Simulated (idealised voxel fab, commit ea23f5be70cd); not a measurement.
Documented hereafter: the process module known as voxel double patterning.
The width of the displayed cross-section, cut, is 260 nm; its cells are square, with a size of 5 nm.
Square cells in a grid make up a cross-section in this document, and the grid is given as bands, listed from the top down, each one or more rows of cells.
The entry gives the band's vertical extent as a top height and a bottom height in nm, then its horizontal make-up as materials from left to right, each with a width in nm. "blank" stands for empty space; a single material marked "edge to edge" fills the band edge to edge.
Basically, 0 is our baseline, since under it the wafer straight out of the box is all one material. The bottom band has no lower end and keeps on going down, so it looks like "0 and below".
So if you see something like "30->40" for the width, read it as the top row of the band sitting at the first number and the bottom row at the second, with every row in between moving by the same amount as the last.
"nothing was modified" after a step means that no cell of the cross-section changed.
Empty spaces counting at least 8 cells and having no open way to the top are listed in "Sealed void list". The notation width x height at distance is used for each, the distance being from the left edge and all three values in nm.
Post-settings text on a step line: simulator's own remark regarding the step.
"overlay nm" denotes, for a step that has a mask, the displacement of the mask to the right of its planned place, with negative values corresponding to the left.

THESE ARE THE STEPS WE PLANNED FOR THE PROCESS
1) RECEIVE [material Si]
2) CONFORMAL_DEP [material SiO2] [thk nm 5]
3) DIRECTIONAL_DEP [material polySi] [thk nm 20]
4) DIRECTIONAL_DEP [material SiN] [thk nm 5]
5) PATTERN [tone open] [mask id FIRST] [material resist] [width nm 15] [pitch nm 50] [thk nm 20] [overlay nm 0]
6) DIRECTIONAL_ETCH [etch materials SiN] [depth nm 5]
7) STRIP [etch materials resist]
8) MASKED_ETCH [tone open] [mask id SECOND] [width nm 15] [pitch nm 50] [etch materials SiN] [depth nm 5] [overlay nm 0]
9) DIRECTIONAL_ETCH [etch materials polySi] [depth nm 20]
10) STRIP [etch materials SiN]

SHOWN IN CROSS-SECTION IS THE WAFER AS RECEIVED, THAT IS, AS IT STANDS AFTER STEP 1
	0 and below  Si edge to edge
	Sealed void list: none

FIRST WAFER OF TWO, SECTIONED AT END OF MODULE; RUN WENT PER PLAN
	25 down to 5  70 polySi; 15 blank; 10 polySi; 15 blank; 10 polySi; 15 blank; 10 polySi; 15 blank; 10 polySi; 15 blank; 75 polySi
	5 down to 0  SiO2 edge to edge
	0 and below  Si edge to edge
	Sealed void list: none

THIS IS THE SECOND OF THE TWO WAFERS, CROSS-SECTIONED AT THE END OF THE MODULE; IT STARTED EXACTLY LIKE THE FIRST AND WAS GIVEN THE SAME PLAN, BUT IT WAS RUN WITH ONE MISTAKE
	25 down to 5  70 blank; 15 polySi; 35 blank; 15 polySi; 35 blank; 15 polySi; 75 blank
	5 down to 0  SiO2 edge to edge
	0 and below  Si edge to edge
	Sealed void list: none
What was the processing mistake? in deviation from the planned setting, step 5 was conducted as PATTERN [tone cover] [mask id FIRST] [material resist] [width nm 15] [pitch nm 50] [thk nm 20] [overlay nm 0]
Cell-count delta at end, second wafer over first, by material: polySi: 112 fewer
